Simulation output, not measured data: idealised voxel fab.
process module | voxel self aligned vias
Each square cell in cross-section cut measures 5 nm, and the section as a whole is 150 nm wide.
If you're reading a cross-section in this doc, picture square cells in a grid; it comes to you as bands, top ones listed first down to the bottom, and a band can be one or more rows of cells. Heights first: top, then bottom, in nm. Then materials, left to right, each with a width in nm. "throughout" on a single material: fills the band edge to edge. "air": empty space. Beneath 0, the wafer as received is one material, and that level is where height counting begins. The lowest band goes on downward without a bottom; it is written like "0 -> down". Width spec "30->40" -> top row of cells at first value, bottom row at second value, equal per-row change in between. No cell of the cross-section changed in a step that is given as "remains unaltered". Closed cavity list: empty space of 8 cells or more with no open way to the top, each as width x height at its distance from the left edge, in nm. It should be noted that, on the line of a given step, the content following the step's settings is a remark produced by the simulator itself with respect to that step. overlay nm: where the mask lay relative to plan, measured to the right, on steps with a mask; negatives go left.
The following list gives the planned process steps
1 RECEIVE (material Si)
2 CONFORMAL_DEP (material SiO2; thk nm 10)
3 CONFORMAL_DEP (material SiCN; thk nm 5)
4 DIRECTIONAL_DEP (material SiO2; thk nm 30)
5 MASKED_ETCH (tone open; mask id LINES; width nm 30; pitch nm 55; etch materials SiO2; depth nm 30; overlay nm 0)
6 CONFORMAL_DEP (material TiN; thk nm 5)
7 FILL_DEP (material Ru; thk nm 5)
8 CMP (height nm 45)
9 SELECTIVE_ETCH (etch materials W Ru TiN; depth nm 10)
10 FILL_DEP (material SiN; thk nm 10)
11 CMP (height nm 45)
12 DIRECTIONAL_DEP (material SiO2; thk nm 15)
13 PATTERN (tone open; mask id VIAS; material resist; width nm 40; thk nm 20; overlay nm 0)
14 DIRECTIONAL_ETCH (etch materials SiO2; depth nm 15)
15 DIRECTIONAL_ETCH (etch materials SiN; depth nm 10)
16 STRIP (etch materials resist)
17 CONFORMAL_DEP (material TiN; thk nm 5)
18 FILL_DEP (material Cu; thk nm 5)
19 CMP (height nm 60)
20 CONFORMAL_DEP (material SiCN; thk nm 5)
Wafer as received: cross-section following step 1
	0 -> down | Si throughout
	Closed cavity list: none
First of two wafers: cross-section at end of module, run per plan
	65 -> 60 | SiCN throughout
	60 -> 50 | SiO2 25 nm, TiN 5 nm, Cu 30 nm, TiN 5 nm, SiO2 85 nm
	50 -> 45 | SiO2 25 nm, TiN 10 nm, Cu 20 nm, TiN 10 nm, SiO2 85 nm
	45 -> 40 | SiO2 30 nm, TiN 5 nm, Cu 20 nm, TiN 5 nm, SiO2 25 nm, SiN 30 nm, SiO2 35 nm
	40 -> 35 | SiO2 30 nm, TiN 30 nm, SiO2 25 nm, SiN 30 nm, SiO2 35 nm
	35 -> 20 | SiO2 30 nm, TiN 5 nm, Ru 20 nm, TiN 5 nm, SiO2 25 nm, TiN 5 nm, Ru 20 nm, TiN 5 nm, SiO2 35 nm
	20 -> 15 | SiO2 30 nm, TiN 30 nm, SiO2 25 nm, TiN 30 nm, SiO2 35 nm
	15 -> 10 | SiCN throughout
	10 -> 0 | SiO2 throughout
	0 -> down | Si throughout
	Closed cavity list: none
Now the second wafer, cross-sectioned at the end of the module. Nothing different at the start, nothing different in the plan compared with the first, just one mistake when it was actually run
	65 -> 60 | SiCN throughout
	60 -> 50 | SiO2 25 nm, TiN 5 nm, Cu 30 nm, TiN 5 nm, SiO2 85 nm
	50 -> 45 | SiO2 25 nm, TiN 10 nm, Cu 20 nm, TiN 10 nm, SiO2 85 nm
	45 -> 40 | SiO2 30 nm, TiN 5 nm, Cu 20 nm, TiN 5 nm, SiO2 25 nm, SiN 30 nm, SiO2 35 nm
	40 -> 35 | SiO2 30 nm, TiN 30 nm, SiO2 25 nm, SiN 30 nm, SiO2 35 nm
	35 -> 25 | SiO2 30 nm, TiN 5 nm, Ru 20 nm, TiN 5 nm, SiO2 25 nm, TiN 5 nm, Ru 20 nm, TiN 5 nm, SiO2 35 nm
	25 -> 20 | SiO2 30 nm, TiN 30 nm, SiO2 25 nm, TiN 30 nm, SiO2 35 nm
	20 -> 15 | SiCN throughout
	15 -> 0 | SiO2 throughout
	0 -> down | Si throughout
	Closed cavity list: none
Diagnosis: rather than as planned, step 2 actually ran as CONFORMAL_DEP (material SiO2; thk nm 15)
End of process, cell counts, second wafer against first, materials with more or fewer: Ru -8 | SiO2 +12 | TiN -4
